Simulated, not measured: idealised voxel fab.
process module | voxel wiring stack
cross-section cut | 165 nm wide | cells 5 nm
A cross-section is a grid of square cells, given in bands from the top down. A band is one or more rows of cells.
Each band's line starts with the height of the band's top and of its bottom, in nm. Then come its materials from left to right, each with its width in nm. One material with "throughout" fills the band from edge to edge. "air" is empty space.
Height 0 is the level under which the wafer as received is all one material. The lowest band goes on downwards, as in "0 down".
A width such as "30 to 40" changes by the same amount from each row of cells to the next, from the band's top row to its bottom row.
"no change" after a step means that no cell of the cross-section changed.
closed voids: empty space of 8 cells or more with no open way to the top, each as width x height at its distance from the left edge, in nm
after a step's settings: what the simulator itself notes on the step
overlay nm, on a step with a mask: how far to the right of its planned place the mask lay; to the left if negative
plan
1 op RECEIVE | material Si
2 op CONFORMAL_DEP | material SiO2 | thk nm 10
3 op DIRECTIONAL_DEP | material TiN | thk nm 5
4 op DIRECTIONAL_DEP | material W | thk nm 25
5 op PATTERN | tone cover | mask id METAL_1 | material resist | width nm 20 | pitch nm 40 | thk nm 15 | overlay nm 0
6 op DIRECTIONAL_ETCH | etch materials W | depth nm 25
7 op DIRECTIONAL_ETCH | etch materials TiN | depth nm 5
8 op STRIP | etch materials resist
9 op CONFORMAL_DEP | material SiCN | thk nm 5
10 op FILL_DEP | material lowk | thk nm 10
11 op CMP | height nm 40
12 op CONFORMAL_DEP | material SiCN | thk nm 5
13 op DIRECTIONAL_DEP | material SiO2 | thk nm 20
14 op DIRECTIONAL_DEP | material aC | thk nm 10
15 op PATTERN | tone open | mask id PLUG_1 | material resist | width nm 15 | pitch nm 40 | thk nm 25 | overlay nm 0
16 op DIRECTIONAL_ETCH | etch materials aC | depth nm 10
17 op STRIP | etch materials resist
18 op DIRECTIONAL_ETCH | etch materials SiO2 | depth nm 20
19 op DIRECTIONAL_ETCH | etch materials SiCN | depth nm 5
20 op STRIP | etch materials aC
21 op CONFORMAL_DEP | material TiN | thk nm 5
22 op FILL_DEP | material Cu | thk nm 10
23 op CMP | height nm 65
24 op DIRECTIONAL_DEP | material TiN | thk nm 5
25 op DIRECTIONAL_DEP | material Ru | thk nm 15
26 op PATTERN | tone cover | mask id METAL_2 | material resist | width nm 20 | pitch nm 40 | thk nm 20 | overlay nm 0
27 op DIRECTIONAL_ETCH | etch materials Ru | depth nm 15
28 op DIRECTIONAL_ETCH | etch materials TiN | depth nm 5
29 op STRIP | etch materials resist
30 op FILL_DEP | material lowk | thk nm 10
31 op CMP | height nm 85
32 op CONFORMAL_DEP | material SiCN | thk nm 5
33 op DIRECTIONAL_DEP | material lowk | thk nm 20
34 op PATTERN | tone open | mask id PLUG_2 | material resist | width nm 15 | pitch nm 40 | thk nm 15 | overlay nm 0
35 op DIRECTIONAL_ETCH | etch materials lowk | depth nm 20
36 op DIRECTIONAL_ETCH | etch materials SiCN | depth nm 5
37 op STRIP | etch materials resist
38 op EPI | material Ru | thk nm 10
39 op EPI | material Ru | thk nm 10
40 op EPI | material Ru | thk nm 5
41 op DIRECTIONAL_DEP | material TiN | thk nm 5
42 op DIRECTIONAL_DEP | material Ru | thk nm 15
43 op DIRECTIONAL_DEP | material aC | thk nm 10
44 op PATTERN | tone cover | mask id METAL_3 | material resist | width nm 20 | pitch nm 40 | thk nm 25 | overlay nm 0
45 op DIRECTIONAL_ETCH | etch materials aC | depth nm 10
46 op STRIP | etch materials resist
47 op DIRECTIONAL_ETCH | etch materials Ru | depth nm 15
48 op DIRECTIONAL_ETCH | etch materials TiN | depth nm 5
49 op STRIP | etch materials aC
50 op CONFORMAL_DEP | material SiN | thk nm 5
51 op FILL_DEP | material SiO2 | thk nm 10
52 op CMP | height nm 130
53 op CONFORMAL_DEP | material SiCN | thk nm 5
54 op DIRECTIONAL_DEP | material lowk | thk nm 20
55 op MASKED_ETCH | tone open | mask id PLUG_3 | width nm 15 | pitch nm 40 | etch materials lowk | depth nm 20 | overlay nm 0
56 op MASKED_ETCH | tone open | mask id PLUG_3 | width nm 15 | pitch nm 40 | etch materials SiCN | depth nm 5 | overlay nm 0
57 op EPI | material Ru | thk nm 10
58 op EPI | material Ru | thk nm 10
59 op EPI | material Ru | thk nm 5
60 op DIRECTIONAL_DEP | material TiN | thk nm 5
61 op DIRECTIONAL_DEP | material W | thk nm 15
62 op MASKED_ETCH | tone cover | mask id METAL_4 | width nm 20 | pitch nm 40 | etch materials W | depth nm 15 | overlay nm 0
63 op MASKED_ETCH | tone cover | mask id METAL_4 | width nm 20 | pitch nm 40 | etch materials TiN | depth nm 5 | overlay nm 0
64 op FILL_DEP | material SiO2 | thk nm 10
65 op CMP | height nm 175
66 op CONFORMAL_DEP | material SiCN | thk nm 5
first wafer, as planned
as received, after step 1
  0 down: Si throughout
  closed voids: none
after step 2
  10 to 0: SiO2 throughout
  below 0: unchanged
after step 3
  15 to 10: TiN throughout
  below 10: unchanged
after step 4
  40 to 15: W throughout
  below 15: unchanged
after step 5
  55 to 40: air 30 | resist 20 | air 20 | resist 20 | air 20 | resist 20 | air 35
  below 40: unchanged
after step 6
  55 to 40: air 30 | resist 20 | air 20 | resist 20 | air 20 | resist 20 | air 35
  40 to 15: air 30 | W 20 | air 20 | W 20 | air 20 | W 20 | air 35
  below 15: unchanged
after step 7
  55 to 40: air 30 | resist 20 | air 20 | resist 20 | air 20 | resist 20 | air 35
  40 to 15: air 30 | W 20 | air 20 | W 20 | air 20 | W 20 | air 35
  15 to 10: air 30 | TiN 20 | air 20 | TiN 20 | air 20 | TiN 20 | air 35
  below 10: unchanged
after step 8
  40 to 15: air 30 | W 20 | air 20 | W 20 | air 20 | W 20 | air 35
  below 15: unchanged
after step 9
  45 to 40: air 25 | SiCN 30 | air 10 | SiCN 30 | air 10 | SiCN 30 | air 30
  40 to 15: air 25 | SiCN 5 | W 20 | SiCN 5 | air 10 | SiCN 5 | W 20 | SiCN 5 | air 10 | SiCN 5 | W 20 | SiCN 5 | air 30
  15 to 10: SiCN 30 | TiN 20 | SiCN 20 | TiN 20 | SiCN 20 | TiN 20 | SiCN 35
  below 10: unchanged
after step 10
  55 to 45: lowk throughout
  45 to 40: lowk 25 | SiCN 30 | lowk 10 | SiCN 30 | lowk 10 | SiCN 30 | lowk 30
  40 to 15: lowk 25 | SiCN 5 | W 20 | SiCN 5 | lowk 10 | SiCN 5 | W 20 | SiCN 5 | lowk 10 | SiCN 5 | W 20 | SiCN 5 | lowk 30
  below 15: unchanged
after step 11
  40 to 15: lowk 25 | SiCN 5 | W 20 | SiCN 5 | lowk 10 | SiCN 5 | W 20 | SiCN 5 | lowk 10 | SiCN 5 | W 20 | SiCN 5 | lowk 30
  below 15: unchanged
after step 12
  45 to 40: SiCN throughout
  below 40: unchanged
after step 13
  65 to 45: SiO2 throughout
  below 45: unchanged
after step 14
  75 to 65: aC throughout
  below 65: unchanged
after step 15
  100 to 75: resist 30 | air 15 | resist 25 | air 15 | resist 25 | air 15 | resist 40
  below 75: unchanged
after step 16
  90 to 75: resist 30 | air 15 | resist 25 | air 15 | resist 25 | air 15 | resist 40
  75 to 65: aC 30 | air 15 | aC 25 | air 15 | aC 25 | air 15 | aC 40
  below 65: unchanged
after step 17
  75 to 65: aC 30 | air 15 | aC 25 | air 15 | aC 25 | air 15 | aC 40
  below 65: unchanged
after step 18
  75 to 65: aC 30 | air 15 | aC 25 | air 15 | aC 25 | air 15 | aC 40
  65 to 45: SiO2 30 | air 15 | SiO2 25 | air 15 | SiO2 25 | air 15 | SiO2 40
  below 45: unchanged
after step 19
  75 to 65: aC 30 | air 15 | aC 25 | air 15 | aC 25 | air 15 | aC 40
  65 to 45: SiO2 30 | air 15 | SiO2 25 | air 15 | SiO2 25 | air 15 | SiO2 40
  45 to 40: SiCN 30 | air 15 | SiCN 25 | air 15 | SiCN 25 | air 15 | SiCN 40
  below 40: unchanged
after step 20
  65 to 45: SiO2 30 | air 15 | SiO2 25 | air 15 | SiO2 25 | air 15 | SiO2 40
  below 45: unchanged
after step 21
  70 to 65: TiN 35 | air 5 | TiN 35 | air 5 | TiN 35 | air 5 | TiN 45
  65 to 45: SiO2 30 | TiN 5 | air 5 | TiN 5 | SiO2 25 | TiN 5 | air 5 | TiN 5 | SiO2 25 | TiN 5 | air 5 | TiN 5 | SiO2 40
  45 to 40: SiCN 30 | TiN 15 | SiCN 25 | TiN 15 | SiCN 25 | TiN 15 | SiCN 40
  below 40: unchanged
after step 22
  80 to 70: Cu throughout
  70 to 65: TiN 35 | Cu 5 | TiN 35 | Cu 5 | TiN 35 | Cu 5 | TiN 45
  65 to 45: SiO2 30 | TiN 5 | Cu 5 | TiN 5 | SiO2 25 | TiN 5 | Cu 5 | TiN 5 | SiO2 25 | TiN 5 | Cu 5 | TiN 5 | SiO2 40
  below 45: unchanged
after step 23
  65 to 45: SiO2 30 | TiN 5 | Cu 5 | TiN 5 | SiO2 25 | TiN 5 | Cu 5 | TiN 5 | SiO2 25 | TiN 5 | Cu 5 | TiN 5 | SiO2 40
  below 45: unchanged
after step 24
  70 to 65: TiN throughout
  below 65: unchanged
after step 25
  85 to 70: Ru throughout
  below 70: unchanged
after step 26
  105 to 85: air 30 | resist 20 | air 20 | resist 20 | air 20 | resist 20 | air 35
  below 85: unchanged
after step 27
  105 to 85: air 30 | resist 20 | air 20 | resist 20 | air 20 | resist 20 | air 35
  85 to 70: air 30 | Ru 20 | air 20 | Ru 20 | air 20 | Ru 20 | air 35
  below 70: unchanged
after step 28
  105 to 85: air 30 | resist 20 | air 20 | resist 20 | air 20 | resist 20 | air 35
  85 to 70: air 30 | Ru 20 | air 20 | Ru 20 | air 20 | Ru 20 | air 35
  70 to 65: air 30 | TiN 20 | air 20 | TiN 20 | air 20 | TiN 20 | air 35
  below 65: unchanged
after step 29
  85 to 70: air 30 | Ru 20 | air 20 | Ru 20 | air 20 | Ru 20 | air 35
  below 70: unchanged
after step 30
  95 to 85: lowk throughout
  85 to 70: lowk 30 | Ru 20 | lowk 20 | Ru 20 | lowk 20 | Ru 20 | lowk 35
  70 to 65: lowk 30 | TiN 20 | lowk 20 | TiN 20 | lowk 20 | TiN 20 | lowk 35
  below 65: unchanged
after step 31
  85 to 70: lowk 30 | Ru 20 | lowk 20 | Ru 20 | lowk 20 | Ru 20 | lowk 35
  below 70: unchanged
after step 32
  90 to 85: SiCN throughout
  below 85: unchanged
after step 33
  110 to 90: lowk throughout
  below 90: unchanged
after step 34
  125 to 110: resist 30 | air 15 | resist 25 | air 15 | resist 25 | air 15 | resist 40
  below 110: unchanged
after step 35
  125 to 110: resist 30 | air 15 | resist 25 | air 15 | resist 25 | air 15 | resist 40
  110 to 90: lowk 30 | air 15 | lowk 25 | air 15 | lowk 25 | air 15 | lowk 40
  below 90: unchanged
after step 36
  125 to 110: resist 30 | air 15 | resist 25 | air 15 | resist 25 | air 15 | resist 40
  110 to 90: lowk 30 | air 15 | lowk 25 | air 15 | lowk 25 | air 15 | lowk 40
  90 to 85: SiCN 30 | air 15 | SiCN 25 | air 15 | SiCN 25 | air 15 | SiCN 40
  below 85: unchanged
after step 37
  110 to 90: lowk 30 | air 15 | lowk 25 | air 15 | lowk 25 | air 15 | lowk 40
  below 90: unchanged
after step 38
  110 to 95: lowk 30 | air 15 | lowk 25 | air 15 | lowk 25 | air 15 | lowk 40
  95 to 90: lowk 30 | Ru 15 | lowk 25 | Ru 15 | lowk 25 | Ru 15 | lowk 40
  90 to 85: SiCN 30 | Ru 15 | SiCN 25 | Ru 15 | SiCN 25 | Ru 15 | SiCN 40
  below 85: unchanged
after step 39
  110 to 105: lowk 30 | air 15 | lowk 25 | air 15 | lowk 25 | air 15 | lowk 40
  105 to 90: lowk 30 | Ru 15 | lowk 25 | Ru 15 | lowk 25 | Ru 15 | lowk 40
  below 90: unchanged
after step 40
  110 to 90: lowk 30 | Ru 15 | lowk 25 | Ru 15 | lowk 25 | Ru 15 | lowk 40
  below 90: unchanged
after step 41
  115 to 110: TiN throughout
  below 110: unchanged
after step 42
  130 to 115: Ru throughout
  below 115: unchanged
after step 43
  140 to 130: aC throughout
  below 130: unchanged
after step 44
  165 to 140: air 30 | resist 20 | air 20 | resist 20 | air 20 | resist 20 | air 35
  below 140: unchanged
after step 45
  155 to 140: air 30 | resist 20 | air 20 | resist 20 | air 20 | resist 20 | air 35
  140 to 130: air 30 | aC 20 | air 20 | aC 20 | air 20 | aC 20 | air 35
  below 130: unchanged
after step 46
  140 to 130: air 30 | aC 20 | air 20 | aC 20 | air 20 | aC 20 | air 35
  below 130: unchanged
after step 47
  140 to 130: air 30 | aC 20 | air 20 | aC 20 | air 20 | aC 20 | air 35
  130 to 115: air 30 | Ru 20 | air 20 | Ru 20 | air 20 | Ru 20 | air 35
  below 115: unchanged
after step 48
  140 to 130: air 30 | aC 20 | air 20 | aC 20 | air 20 | aC 20 | air 35
  130 to 115: air 30 | Ru 20 | air 20 | Ru 20 | air 20 | Ru 20 | air 35
  115 to 110: air 30 | TiN 20 | air 20 | TiN 20 | air 20 | TiN 20 | air 35
  below 110: unchanged
after step 49
  130 to 115: air 30 | Ru 20 | air 20 | Ru 20 | air 20 | Ru 20 | air 35
  below 115: unchanged
after step 50
  135 to 130: air 25 | SiN 30 | air 10 | SiN 30 | air 10 | SiN 30 | air 30
  130 to 115: air 25 | SiN 5 | Ru 20 | SiN 5 | air 10 | SiN 5 | Ru 20 | SiN 5 | air 10 | SiN 5 | Ru 20 | SiN 5 | air 30
  115 to 110: SiN 30 | TiN 20 | SiN 20 | TiN 20 | SiN 20 | TiN 20 | SiN 35
  below 110: unchanged
after step 51
  145 to 135: SiO2 throughout
  135 to 130: SiO2 25 | SiN 30 | SiO2 10 | SiN 30 | SiO2 10 | SiN 30 | SiO2 30
  130 to 115: SiO2 25 | SiN 5 | Ru 20 | SiN 5 | SiO2 10 | SiN 5 | Ru 20 | SiN 5 | SiO2 10 | SiN 5 | Ru 20 | SiN 5 | SiO2 30
  below 115: unchanged
after step 52
  130 to 115: SiO2 25 | SiN 5 | Ru 20 | SiN 5 | SiO2 10 | SiN 5 | Ru 20 | SiN 5 | SiO2 10 | SiN 5 | Ru 20 | SiN 5 | SiO2 30
  below 115: unchanged
after step 53
  135 to 130: SiCN throughout
  below 130: unchanged
after step 54
  155 to 135: lowk throughout
  below 135: unchanged
after step 55
  155 to 135: lowk 30 | air 15 | lowk 25 | air 15 | lowk 25 | air 15 | lowk 40
  below 135: unchanged
after step 56
  155 to 135: lowk 30 | air 15 | lowk 25 | air 15 | lowk 25 | air 15 | lowk 40
  135 to 130: SiCN 30 | air 15 | SiCN 25 | air 15 | SiCN 25 | air 15 | SiCN 40
  below 130: unchanged
after step 57
  155 to 140: lowk 30 | air 15 | lowk 25 | air 15 | lowk 25 | air 15 | lowk 40
  140 to 135: lowk 30 | Ru 15 | lowk 25 | Ru 15 | lowk 25 | Ru 15 | lowk 40
  135 to 130: SiCN 30 | Ru 15 | SiCN 25 | Ru 15 | SiCN 25 | Ru 15 | SiCN 40
  below 130: unchanged
after step 58
  155 to 150: lowk 30 | air 15 | lowk 25 | air 15 | lowk 25 | air 15 | lowk 40
  150 to 135: lowk 30 | Ru 15 | lowk 25 | Ru 15 | lowk 25 | Ru 15 | lowk 40
  below 135: unchanged
after step 59
  155 to 135: lowk 30 | Ru 15 | lowk 25 | Ru 15 | lowk 25 | Ru 15 | lowk 40
  below 135: unchanged
after step 60
  160 to 155: TiN throughout
  below 155: unchanged
after step 61
  175 to 160: W throughout
  below 160: unchanged
after step 62
  175 to 160: air 30 | W 20 | air 20 | W 20 | air 20 | W 20 | air 35
  below 160: unchanged
after step 63
  175 to 160: air 30 | W 20 | air 20 | W 20 | air 20 | W 20 | air 35
  160 to 155: air 30 | TiN 20 | air 20 | TiN 20 | air 20 | TiN 20 | air 35
  below 155: unchanged
after step 64
  185 to 175: SiO2 throughout
  175 to 160: SiO2 30 | W 20 | SiO2 20 | W 20 | SiO2 20 | W 20 | SiO2 35
  160 to 155: SiO2 30 | TiN 20 | SiO2 20 | TiN 20 | SiO2 20 | TiN 20 | SiO2 35
  below 155: unchanged
after step 65
  175 to 160: SiO2 30 | W 20 | SiO2 20 | W 20 | SiO2 20 | W 20 | SiO2 35
  below 160: unchanged
after step 66
  180 to 175: SiCN throughout
  below 175: unchanged
second wafer: like start, like plan, one mistake. Through step 1 it matches the first wafer
when step 2 should have ended: no change
when step 3 should have ended
  5 to 0: TiN throughout
  below 0: unchanged
when step 4 should have ended
  30 to 5: W throughout
  below 5: unchanged
when step 5 should have ended
  45 to 30: air 30 | resist 20 | air 20 | resist 20 | air 20 | resist 20 | air 35
  below 30: unchanged
when step 6 should have ended
  45 to 30: air 30 | resist 20 | air 20 | resist 20 | air 20 | resist 20 | air 35
  30 to 5: air 30 | W 20 | air 20 | W 20 | air 20 | W 20 | air 35
  below 5: unchanged
when step 7 should have ended
  45 to 30: air 30 | resist 20 | air 20 | resist 20 | air 20 | resist 20 | air 35
  30 to 5: air 30 | W 20 | air 20 | W 20 | air 20 | W 20 | air 35
  5 to 0: air 30 | TiN 20 | air 20 | TiN 20 | air 20 | TiN 20 | air 35
  below 0: unchanged
when step 8 should have ended
  30 to 5: air 30 | W 20 | air 20 | W 20 | air 20 | W 20 | air 35
  below 5: unchanged
when step 9 should have ended
  35 to 30: air 25 | SiCN 30 | air 10 | SiCN 30 | air 10 | SiCN 30 | air 30
  30 to 5: air 25 | SiCN 5 | W 20 | SiCN 5 | air 10 | SiCN 5 | W 20 | SiCN 5 | air 10 | SiCN 5 | W 20 | SiCN 5 | air 30
  5 to 0: SiCN 30 | TiN 20 | SiCN 20 | TiN 20 | SiCN 20 | TiN 20 | SiCN 35
  below 0: unchanged
when step 10 should have ended
  45 to 35: lowk throughout
  35 to 30: lowk 25 | SiCN 30 | lowk 10 | SiCN 30 | lowk 10 | SiCN 30 | lowk 30
  30 to 5: lowk 25 | SiCN 5 | W 20 | SiCN 5 | lowk 10 | SiCN 5 | W 20 | SiCN 5 | lowk 10 | SiCN 5 | W 20 | SiCN 5 | lowk 30
  below 5: unchanged
when step 11 should have ended
  40 to 35: lowk throughout
  below 35: unchanged
when step 12 should have ended
  45 to 40: SiCN throughout
  below 40: unchanged
when step 13 should have ended
  65 to 45: SiO2 throughout
  below 45: unchanged
when step 14 should have ended
  75 to 65: aC throughout
  below 65: unchanged
when step 15 should have ended
  100 to 75: resist 30 | air 15 | resist 25 | air 15 | resist 25 | air 15 | resist 40
  below 75: unchanged
when step 16 should have ended
  90 to 75: resist 30 | air 15 | resist 25 | air 15 | resist 25 | air 15 | resist 40
  75 to 65: aC 30 | air 15 | aC 25 | air 15 | aC 25 | air 15 | aC 40
  below 65: unchanged
when step 17 should have ended
  75 to 65: aC 30 | air 15 | aC 25 | air 15 | aC 25 | air 15 | aC 40
  below 65: unchanged
when step 18 should have ended
  75 to 65: aC 30 | air 15 | aC 25 | air 15 | aC 25 | air 15 | aC 40
  65 to 45: SiO2 30 | air 15 | SiO2 25 | air 15 | SiO2 25 | air 15 | SiO2 40
  below 45: unchanged
when step 19 should have ended
  75 to 65: aC 30 | air 15 | aC 25 | air 15 | aC 25 | air 15 | aC 40
  65 to 45: SiO2 30 | air 15 | SiO2 25 | air 15 | SiO2 25 | air 15 | SiO2 40
  45 to 40: SiCN 30 | air 15 | SiCN 25 | air 15 | SiCN 25 | air 15 | SiCN 40
  below 40: unchanged
when step 20 should have ended
  65 to 45: SiO2 30 | air 15 | SiO2 25 | air 15 | SiO2 25 | air 15 | SiO2 40
  below 45: unchanged
when step 21 should have ended
  70 to 65: TiN 35 | air 5 | TiN 35 | air 5 | TiN 35 | air 5 | TiN 45
  65 to 45: SiO2 30 | TiN 5 | air 5 | TiN 5 | SiO2 25 | TiN 5 | air 5 | TiN 5 | SiO2 25 | TiN 5 | air 5 | TiN 5 | SiO2 40
  45 to 40: SiCN 30 | TiN 15 | SiCN 25 | TiN 15 | SiCN 25 | TiN 15 | SiCN 40
  below 40: unchanged
when step 22 should have ended
  80 to 70: Cu throughout
  70 to 65: TiN 35 | Cu 5 | TiN 35 | Cu 5 | TiN 35 | Cu 5 | TiN 45
  65 to 45: SiO2 30 | TiN 5 | Cu 5 | TiN 5 | SiO2 25 | TiN 5 | Cu 5 | TiN 5 | SiO2 25 | TiN 5 | Cu 5 | TiN 5 | SiO2 40
  below 45: unchanged
when step 23 should have ended
  65 to 45: SiO2 30 | TiN 5 | Cu 5 | TiN 5 | SiO2 25 | TiN 5 | Cu 5 | TiN 5 | SiO2 25 | TiN 5 | Cu 5 | TiN 5 | SiO2 40
  below 45: unchanged
when step 24 should have ended
  70 to 65: TiN throughout
  below 65: unchanged
when step 25 should have ended
  85 to 70: Ru throughout
  below 70: unchanged
when step 26 should have ended
  105 to 85: air 30 | resist 20 | air 20 | resist 20 | air 20 | resist 20 | air 35
  below 85: unchanged
when step 27 should have ended
  105 to 85: air 30 | resist 20 | air 20 | resist 20 | air 20 | resist 20 | air 35
  85 to 70: air 30 | Ru 20 | air 20 | Ru 20 | air 20 | Ru 20 | air 35
  below 70: unchanged
when step 28 should have ended
  105 to 85: air 30 | resist 20 | air 20 | resist 20 | air 20 | resist 20 | air 35
  85 to 70: air 30 | Ru 20 | air 20 | Ru 20 | air 20 | Ru 20 | air 35
  70 to 65: air 30 | TiN 20 | air 20 | TiN 20 | air 20 | TiN 20 | air 35
  below 65: unchanged
when step 29 should have ended
  85 to 70: air 30 | Ru 20 | air 20 | Ru 20 | air 20 | Ru 20 | air 35
  below 70: unchanged
when step 30 should have ended
  95 to 85: lowk throughout
  85 to 70: lowk 30 | Ru 20 | lowk 20 | Ru 20 | lowk 20 | Ru 20 | lowk 35
  70 to 65: lowk 30 | TiN 20 | lowk 20 | TiN 20 | lowk 20 | TiN 20 | lowk 35
  below 65: unchanged
when step 31 should have ended
  85 to 70: lowk 30 | Ru 20 | lowk 20 | Ru 20 | lowk 20 | Ru 20 | lowk 35
  below 70: unchanged
when step 32 should have ended
  90 to 85: SiCN throughout
  below 85: unchanged
when step 33 should have ended
  110 to 90: lowk throughout
  below 90: unchanged
when step 34 should have ended
  125 to 110: resist 30 | air 15 | resist 25 | air 15 | resist 25 | air 15 | resist 40
  below 110: unchanged
when step 35 should have ended
  125 to 110: resist 30 | air 15 | resist 25 | air 15 | resist 25 | air 15 | resist 40
  110 to 90: lowk 30 | air 15 | lowk 25 | air 15 | lowk 25 | air 15 | lowk 40
  below 90: unchanged
when step 36 should have ended
  125 to 110: resist 30 | air 15 | resist 25 | air 15 | resist 25 | air 15 | resist 40
  110 to 90: lowk 30 | air 15 | lowk 25 | air 15 | lowk 25 | air 15 | lowk 40
  90 to 85: SiCN 30 | air 15 | SiCN 25 | air 15 | SiCN 25 | air 15 | SiCN 40
  below 85: unchanged
when step 37 should have ended
  110 to 90: lowk 30 | air 15 | lowk 25 | air 15 | lowk 25 | air 15 | lowk 40
  below 90: unchanged
when step 38 should have ended
  110 to 95: lowk 30 | air 15 | lowk 25 | air 15 | lowk 25 | air 15 | lowk 40
  95 to 90: lowk 30 | Ru 15 | lowk 25 | Ru 15 | lowk 25 | Ru 15 | lowk 40
  90 to 85: SiCN 30 | Ru 15 | SiCN 25 | Ru 15 | SiCN 25 | Ru 15 | SiCN 40
  below 85: unchanged
when step 39 should have ended
  110 to 105: lowk 30 | air 15 | lowk 25 | air 15 | lowk 25 | air 15 | lowk 40
  105 to 90: lowk 30 | Ru 15 | lowk 25 | Ru 15 | lowk 25 | Ru 15 | lowk 40
  below 90: unchanged
when step 40 should have ended
  110 to 90: lowk 30 | Ru 15 | lowk 25 | Ru 15 | lowk 25 | Ru 15 | lowk 40
  below 90: unchanged
when step 41 should have ended
  115 to 110: TiN throughout
  below 110: unchanged
when step 42 should have ended
  130 to 115: Ru throughout
  below 115: unchanged
when step 43 should have ended
  140 to 130: aC throughout
  below 130: unchanged
when step 44 should have ended
  165 to 140: air 30 | resist 20 | air 20 | resist 20 | air 20 | resist 20 | air 35
  below 140: unchanged
when step 45 should have ended
  155 to 140: air 30 | resist 20 | air 20 | resist 20 | air 20 | resist 20 | air 35
  140 to 130: air 30 | aC 20 | air 20 | aC 20 | air 20 | aC 20 | air 35
  below 130: unchanged
when step 46 should have ended
  140 to 130: air 30 | aC 20 | air 20 | aC 20 | air 20 | aC 20 | air 35
  below 130: unchanged
when step 47 should have ended
  140 to 130: air 30 | aC 20 | air 20 | aC 20 | air 20 | aC 20 | air 35
  130 to 115: air 30 | Ru 20 | air 20 | Ru 20 | air 20 | Ru 20 | air 35
  below 115: unchanged
when step 48 should have ended
  140 to 130: air 30 | aC 20 | air 20 | aC 20 | air 20 | aC 20 | air 35
  130 to 115: air 30 | Ru 20 | air 20 | Ru 20 | air 20 | Ru 20 | air 35
  115 to 110: air 30 | TiN 20 | air 20 | TiN 20 | air 20 | TiN 20 | air 35
  below 110: unchanged
when step 49 should have ended
  130 to 115: air 30 | Ru 20 | air 20 | Ru 20 | air 20 | Ru 20 | air 35
  below 115: unchanged
when step 50 should have ended
  135 to 130: air 25 | SiN 30 | air 10 | SiN 30 | air 10 | SiN 30 | air 30
  130 to 115: air 25 | SiN 5 | Ru 20 | SiN 5 | air 10 | SiN 5 | Ru 20 | SiN 5 | air 10 | SiN 5 | Ru 20 | SiN 5 | air 30
  115 to 110: SiN 30 | TiN 20 | SiN 20 | TiN 20 | SiN 20 | TiN 20 | SiN 35
  below 110: unchanged
when step 51 should have ended
  145 to 135: SiO2 throughout
  135 to 130: SiO2 25 | SiN 30 | SiO2 10 | SiN 30 | SiO2 10 | SiN 30 | SiO2 30
  130 to 115: SiO2 25 | SiN 5 | Ru 20 | SiN 5 | SiO2 10 | SiN 5 | Ru 20 | SiN 5 | SiO2 10 | SiN 5 | Ru 20 | SiN 5 | SiO2 30
  below 115: unchanged
when step 52 should have ended
  130 to 115: SiO2 25 | SiN 5 | Ru 20 | SiN 5 | SiO2 10 | SiN 5 | Ru 20 | SiN 5 | SiO2 10 | SiN 5 | Ru 20 | SiN 5 | SiO2 30
  below 115: unchanged
when step 53 should have ended
  135 to 130: SiCN throughout
  below 130: unchanged
when step 54 should have ended
  155 to 135: lowk throughout
  below 135: unchanged
when step 55 should have ended
  155 to 135: lowk 30 | air 15 | lowk 25 | air 15 | lowk 25 | air 15 | lowk 40
  below 135: unchanged
when step 56 should have ended
  155 to 135: lowk 30 | air 15 | lowk 25 | air 15 | lowk 25 | air 15 | lowk 40
  135 to 130: SiCN 30 | air 15 | SiCN 25 | air 15 | SiCN 25 | air 15 | SiCN 40
  below 130: unchanged
when step 57 should have ended
  155 to 140: lowk 30 | air 15 | lowk 25 | air 15 | lowk 25 | air 15 | lowk 40
  140 to 135: lowk 30 | Ru 15 | lowk 25 | Ru 15 | lowk 25 | Ru 15 | lowk 40
  135 to 130: SiCN 30 | Ru 15 | SiCN 25 | Ru 15 | SiCN 25 | Ru 15 | SiCN 40
  below 130: unchanged
when step 58 should have ended
  155 to 150: lowk 30 | air 15 | lowk 25 | air 15 | lowk 25 | air 15 | lowk 40
  150 to 135: lowk 30 | Ru 15 | lowk 25 | Ru 15 | lowk 25 | Ru 15 | lowk 40
  below 135: unchanged
when step 59 should have ended
  155 to 135: lowk 30 | Ru 15 | lowk 25 | Ru 15 | lowk 25 | Ru 15 | lowk 40
  below 135: unchanged
when step 60 should have ended
  160 to 155: TiN throughout
  below 155: unchanged
when step 61 should have ended
  175 to 160: W throughout
  below 160: unchanged
when step 62 should have ended
  175 to 160: air 30 | W 20 | air 20 | W 20 | air 20 | W 20 | air 35
  below 160: unchanged
when step 63 should have ended
  175 to 160: air 30 | W 20 | air 20 | W 20 | air 20 | W 20 | air 35
  160 to 155: air 30 | TiN 20 | air 20 | TiN 20 | air 20 | TiN 20 | air 35
  below 155: unchanged
when step 64 should have ended
  185 to 175: SiO2 throughout
  175 to 160: SiO2 30 | W 20 | SiO2 20 | W 20 | SiO2 20 | W 20 | SiO2 35
  160 to 155: SiO2 30 | TiN 20 | SiO2 20 | TiN 20 | SiO2 20 | TiN 20 | SiO2 35
  below 155: unchanged
when step 65 should have ended
  175 to 160: SiO2 30 | W 20 | SiO2 20 | W 20 | SiO2 20 | W 20 | SiO2 35
  below 160: unchanged
when step 66 should have ended
  180 to 175: SiCN throughout
  below 175: unchanged
what went wrong: step 2 was left out
at the end the second wafer has, in cells: 18 more of SiCN | 66 fewer of SiO2 | 48 more of lowk
